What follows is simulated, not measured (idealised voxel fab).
Proc. module: voxel air gaps
cross-section cut | 230 nm wide | cells 5 nm
Cross-sections here: square-cell grids, written as top-down lists of bands, a band being one or more rows of cells. Heights first: top, then bottom, in nm. Then materials, left to right, each with a width in nm. "throughout" on a single material: fills the band edge to edge. "air": empty space. Basically, 0 is our baseline, since under it the wafer straight out of the box is all one material. The bottom band has no lower end and keeps on going down, so it looks like "0 and below". With a width like "30 to 40", each row of cells in the band differs from the next by the same amount, the top row carrying the first number and the bottom row the second. "no alteration" means the step left every cell of the cross-section as it was. "Closed void entries" means: voids of 8 cells or more that are shut off from the top with no open way through. Written width x height at distance, distance from the left edge, in nm. Where a step's line continues beyond its settings, the continuation is a remark by the simulator itself on that step. overlay nm: mask right of planned place by this much (step with mask). Neg. = left.
Planned process steps:
1: RECEIVE with material Si
2: CONFORMAL_DEP with material SiO2, thk nm 10
3: CONFORMAL_DEP with material SiN, thk nm 5
4: DIRECTIONAL_DEP with material lowk, thk nm 40
5: DIRECTIONAL_DEP with material aC, thk nm 15
6: PATTERN with tone open, mask id LINES, material resist, width nm 20, pitch nm 45, thk nm 30, overlay nm 0
7: DIRECTIONAL_ETCH with etch materials aC, depth nm 15
8: STRIP with etch materials resist
9: DIRECTIONAL_ETCH with etch materials lowk, depth nm 40
10: STRIP with etch materials aC
11: CONFORMAL_DEP with material TiN, thk nm 5
12: FILL_DEP with material Cu, thk nm 5
13: CMP with height nm 55
14: EPI with material Ru, thk nm 10
15: SELECTIVE_ETCH with etch materials lowk, depth nm 50
16: CONFORMAL_DEP with material SiCN, thk nm 5
So, the first of our two wafers, run just as we planned it:
Received-state cross-section, reflecting completion of step 1:
	0 and below = Si throughout
	Closed void entries: none
Once step 2 is through, the wafer looks like this in cross-section:
	10 down to 0 = SiO2 throughout
	Nothing below the height 0 has changed.
Once step 3 is through, the wafer looks like this in cross-section:
	15 down to 10 = SiN throughout
	Nothing below the height 10 has changed.
Once step 4 is through, the wafer looks like this in cross-section:
	55 down to 15 = lowk throughout
	Nothing below the height 15 has changed.
Once step 5 is through, the wafer looks like this in cross-section:
	70 down to 55 = aC throughout
	Nothing below the height 55 has changed.
Once step 6 is through, the wafer looks like this in cross-section:
	100 down to 70 = resist=60, air=20, resist=25, air=20, resist=25, air=20, resist=60
	Nothing below the height 70 has changed.
Once step 7 is through, the wafer looks like this in cross-section:
	85 down to 70 = resist=60, air=20, resist=25, air=20, resist=25, air=20, resist=60
	70 down to 55 = aC=60, air=20, aC=25, air=20, aC=25, air=20, aC=60
	Nothing below the height 55 has changed.
Once step 8 is through, the wafer looks like this in cross-section:
	70 down to 55 = aC=60, air=20, aC=25, air=20, aC=25, air=20, aC=60
	Nothing below the height 55 has changed.
Once step 9 is through, the wafer looks like this in cross-section:
	70 down to 55 = aC=60, air=20, aC=25, air=20, aC=25, air=20, aC=60
	55 down to 15 = lowk=60, air=20, lowk=25, air=20, lowk=25, air=20, lowk=60
	Nothing below the height 15 has changed.
Once step 10 is through, the wafer looks like this in cross-section:
	55 down to 15 = lowk=60, air=20, lowk=25, air=20, lowk=25, air=20, lowk=60
	Nothing below the height 15 has changed.
Once step 11 is through, the wafer looks like this in cross-section:
	60 down to 55 = TiN=65, air=10, TiN=35, air=10, TiN=35, air=10, TiN=65
	55 down to 20 = lowk=60, TiN=5, air=10, TiN=5, lowk=25, TiN=5, air=10, TiN=5, lowk=25, TiN=5, air=10, TiN=5, lowk=60
	20 down to 15 = lowk=60, TiN=20, lowk=25, TiN=20, lowk=25, TiN=20, lowk=60
	Nothing below the height 15 has changed.
Once step 12 is through, the wafer looks like this in cross-section:
	65 down to 60 = Cu throughout
	60 down to 55 = TiN=65, Cu=10, TiN=35, Cu=10, TiN=35, Cu=10, TiN=65
	55 down to 20 = lowk=60, TiN=5, Cu=10, TiN=5, lowk=25, TiN=5, Cu=10, TiN=5, lowk=25, TiN=5, Cu=10, TiN=5, lowk=60
	Nothing below the height 20 has changed.
Once step 13 is through, the wafer looks like this in cross-section:
	55 down to 20 = lowk=60, TiN=5, Cu=10, TiN=5, lowk=25, TiN=5, Cu=10, TiN=5, lowk=25, TiN=5, Cu=10, TiN=5, lowk=60
	Nothing below the height 20 has changed.
Once step 14 is through, the wafer looks like this in cross-section:
	65 down to 55 = air=50, Ru=40, air=5, Ru=40, air=5, Ru=40, air=50
	Nothing below the height 55 has changed.
Once step 15 is through, the wafer looks like this in cross-section:
	65 down to 55 = air=50, Ru=40, air=5, Ru=40, air=5, Ru=40, air=50
	55 down to 20 = air=60, TiN=5, Cu=10, TiN=5, air=25, TiN=5, Cu=10, TiN=5, air=25, TiN=5, Cu=10, TiN=5, air=60
	20 down to 15 = air=60, TiN=20, air=25, TiN=20, air=25, TiN=20, air=60
	Nothing below the height 15 has changed.
Once step 16 is through, the wafer looks like this in cross-section:
	70 down to 65 = air=45, SiCN=140, air=45
	65 down to 55 = air=45, SiCN=5, Ru=40, SiCN=5, Ru=40, SiCN=5, Ru=40, SiCN=5, air=45
	55 down to 50 = air=45, SiCN=15, TiN=5, Cu=10, TiN=5, SiCN=25, TiN=5, Cu=10, TiN=5, SiCN=25, TiN=5, Cu=10, TiN=5, SiCN=15, air=45
	50 down to 20 = air=55, SiCN=5, TiN=5, Cu=10, TiN=5, SiCN=5, air=15, SiCN=5, TiN=5, Cu=10, TiN=5, SiCN=5, air=15, SiCN=5, TiN=5, Cu=10, TiN=5, SiCN=5, air=55
	20 down to 15 = SiCN=60, TiN=20, SiCN=25, TiN=20, SiCN=25, TiN=20, SiCN=60
	Nothing below the height 15 has changed.
	Closed void entries: 15 x 30 at 85; 15 x 30 at 130
The Second Wafer: Common Origin and Plan, One Mistake in Execution, Identical to the First Through Step 3:
What the second wafer looks like in cross-section when step 4 should have wrapped up:
	50 down to 15 = lowk throughout
	Nothing below the height 15 has changed.
What the second wafer looks like in cross-section when step 5 should have wrapped up:
	65 down to 50 = aC throughout
	Nothing below the height 50 has changed.
What the second wafer looks like in cross-section when step 6 should have wrapped up:
	95 down to 65 = resist=60, air=20, resist=25, air=20, resist=25, air=20, resist=60
	Nothing below the height 65 has changed.
What the second wafer looks like in cross-section when step 7 should have wrapped up:
	80 down to 65 = resist=60, air=20, resist=25, air=20, resist=25, air=20, resist=60
	65 down to 50 = aC=60, air=20, aC=25, air=20, aC=25, air=20, aC=60
	Nothing below the height 50 has changed.
What the second wafer looks like in cross-section when step 8 should have wrapped up:
	65 down to 50 = aC=60, air=20, aC=25, air=20, aC=25, air=20, aC=60
	Nothing below the height 50 has changed.
What the second wafer looks like in cross-section when step 9 should have wrapped up:
	65 down to 50 = aC=60, air=20, aC=25, air=20, aC=25, air=20, aC=60
	50 down to 15 = lowk=60, air=20, lowk=25, air=20, lowk=25, air=20, lowk=60
	Nothing below the height 15 has changed.
What the second wafer looks like in cross-section when step 10 should have wrapped up:
	50 down to 15 = lowk=60, air=20, lowk=25, air=20, lowk=25, air=20, lowk=60
	Nothing below the height 15 has changed.
What the second wafer looks like in cross-section when step 11 should have wrapped up:
	55 down to 50 = TiN=65, air=10, TiN=35, air=10, TiN=35, air=10, TiN=65
	50 down to 20 = lowk=60, TiN=5, air=10, TiN=5, lowk=25, TiN=5, air=10, TiN=5, lowk=25, TiN=5, air=10, TiN=5, lowk=60
	20 down to 15 = lowk=60, TiN=20, lowk=25, TiN=20, lowk=25, TiN=20, lowk=60
	Nothing below the height 15 has changed.
What the second wafer looks like in cross-section when step 12 should have wrapped up:
	60 down to 55 = Cu throughout
	55 down to 50 = TiN=65, Cu=10, TiN=35, Cu=10, TiN=35, Cu=10, TiN=65
	50 down to 20 = lowk=60, TiN=5, Cu=10, TiN=5, lowk=25, TiN=5, Cu=10, TiN=5, lowk=25, TiN=5, Cu=10, TiN=5, lowk=60
	Nothing below the height 20 has changed.
What the second wafer looks like in cross-section when step 13 should have wrapped up:
	55 down to 50 = TiN=65, Cu=10, TiN=35, Cu=10, TiN=35, Cu=10, TiN=65
	Nothing below the height 50 has changed.
What the second wafer looks like in cross-section when step 14 should have wrapped up:
	65 down to 55 = Ru throughout
	Nothing below the height 55 has changed.
What the second wafer looks like in cross-section when step 15 should have wrapped up: no alteration
What the second wafer looks like in cross-section when step 16 should have wrapped up:
	70 down to 65 = SiCN throughout
	Nothing below the height 65 has changed.
Short version of what went wrong: for step 4, the planned setting was not used; the step was instead run as DIRECTIONAL_DEP with material lowk, thk nm 35
Wafer comparison, final, in cells, second relative to first, materials more or fewer: 44 more of Ru | 76 fewer of SiCN | 34 more of TiN | 238 more of lowk
Heads up: the first wafer ends with 2 closed voids, the second with 0.
